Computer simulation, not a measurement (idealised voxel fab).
Process module heading - voxel capacitor over wiring
Section shown: cut. Width: 255 nm. Cell size: 5 nm, square.
When this document writes out a cross-section, it uses a grid of square cells and lists it as bands, beginning at the top and moving down, with a band standing for one or more rows of cells.
It is stipulated that each band's entry specify, in nanometres, the height of the top of the band and then that of its bottom, followed by the materials of the band in left-to-right sequence, each together with its width in nanometres. A single material marked by the word "full width" is understood to fill the band from edge to edge; the word "air" is understood to denote empty space.
The reference from which all heights are counted is 0, the level beneath which the as-received wafer is entirely one material; the lowest band, having no lower bound, proceeds downward and is written after the example "from 0 down".
Per-row width for "30 to 40": begins at first number (top row of band), ends at second number (bottom row), increment between rows held constant.
Key: "nothing changed" - step with no changed cell in the cross-section.
The entry "Closed internal voids" lists the empty spaces that cover at least 8 cells and have no open path to the top. Each is written as width x height at distance, where the distance is measured from the left edge and all three values are in nm.
Text after the settings on a step's line: the simulator's own remark on that step.
overlay nm: right-of-plan distance of the mask on a masked step; negative values mean left-of-plan.

Intended process steps:
1: op RECEIVE | material Si
2: op CONFORMAL_DEP | material SiO2 | thk nm 15
3: op DIRECTIONAL_DEP | material TiN | thk nm 5
4: op DIRECTIONAL_DEP | material W | thk nm 20
5: op MASKED_ETCH | tone cover | mask id METAL_1 | width nm 20 | pitch nm 85 | etch materials W | depth nm 20 | overlay nm 0
6: op MASKED_ETCH | tone cover | mask id METAL_1 | width nm 20 | pitch nm 85 | etch materials TiN | depth nm 5 | overlay nm 0
7: op FILL_DEP | material lowk | thk nm 5
8: op CMP | height nm 40
9: op CONFORMAL_DEP | material SiCN | thk nm 5
10: op DIRECTIONAL_DEP | material lowk | thk nm 10
11: op DIRECTIONAL_DEP | material aC | thk nm 10
12: op PATTERN | tone open | mask id PLUG_1 | material resist | width nm 15 | thk nm 30 | overlay nm 0
13: op DIRECTIONAL_ETCH | etch materials aC | depth nm 10
14: op STRIP | etch materials resist
15: op DIRECTIONAL_ETCH | etch materials lowk | depth nm 5
16: op DIRECTIONAL_ETCH | etch materials SiCN | depth nm 5
17: op STRIP | etch materials aC
18: op EPI | material Ru | thk nm 10
19: op EPI | material Ru | thk nm 5
20: op DIRECTIONAL_DEP | material TiN | thk nm 10
21: op DIRECTIONAL_DEP | material Al2O3 | thk nm 5
22: op DIRECTIONAL_DEP | material TiN | thk nm 5
23: op DIRECTIONAL_DEP | material aC | thk nm 10
24: op PATTERN | tone cover | mask id UPPER_PLATE | material resist | width nm 70 | thk nm 25 | overlay nm 0
25: op DIRECTIONAL_ETCH | etch materials aC | depth nm 10
26: op STRIP | etch materials resist
27: op DIRECTIONAL_ETCH | etch materials TiN | depth nm 5
28: op DIRECTIONAL_ETCH | etch materials Al2O3 | depth nm 5
29: op STRIP | etch materials aC
30: op DIRECTIONAL_DEP | material aC | thk nm 15
31: op PATTERN | tone cover | mask id LOWER_PLATE | material resist | width nm 80 | thk nm 35 | overlay nm 0
32: op DIRECTIONAL_ETCH | etch materials aC | depth nm 15
33: op STRIP | etch materials resist
34: op DIRECTIONAL_ETCH | etch materials TiN | depth nm 10
35: op STRIP | etch materials aC
36: op FILL_DEP | material SiO2 | thk nm 15
37: op CMP | height nm 85
38: op MASKED_ETCH | tone open | mask id PLUG_2 | width nm 15 | etch materials SiO2 | depth nm 10 | overlay nm 0
39: op CONFORMAL_DEP | material TiN | thk nm 5
40: op FILL_DEP | material W | thk nm 5
41: op CMP | height nm 85
42: op CONFORMAL_DEP | material SiN | thk nm 5
Heads up: all these wafers start the same, and what changes between them is the depth nm in step 15. The value you see in the plan is just what the first wafer got.

Sectional view: first of several wafers, as received, after step 1:
  from 0 down | Si full width
  Closed internal voids: none

Where each wafer stands at the end of the module, a row apiece: cells of each material gained (+) or lost (-) since it was received, then closed voids:
depth nm 5, +14 Al2O3, +51 SiCN, +51 SiN, +396 SiO2, +59 TiN, +33 W, +314 lowk, Closed internal voids: none
depth nm 10, +14 Al2O3, +9 Ru, +48 SiCN, +51 SiN, +393 SiO2, +59 TiN, +33 W, +311 lowk, Closed internal voids: none
depth nm 15, +14 Al2O3, +9 Ru, +48 SiCN, +51 SiN, +393 SiO2, +59 TiN, +33 W, +311 lowk, Closed internal voids: none
depth nm 20, +14 Al2O3, +9 Ru, +48 SiCN, +51 SiN, +393 SiO2, +59 TiN, +33 W, +311 lowk, Closed internal voids: none
depth nm 25, +14 Al2O3, +9 Ru, +48 SiCN, +51 SiN, +393 SiO2, +59 TiN, +33 W, +311 lowk, Closed internal voids: none
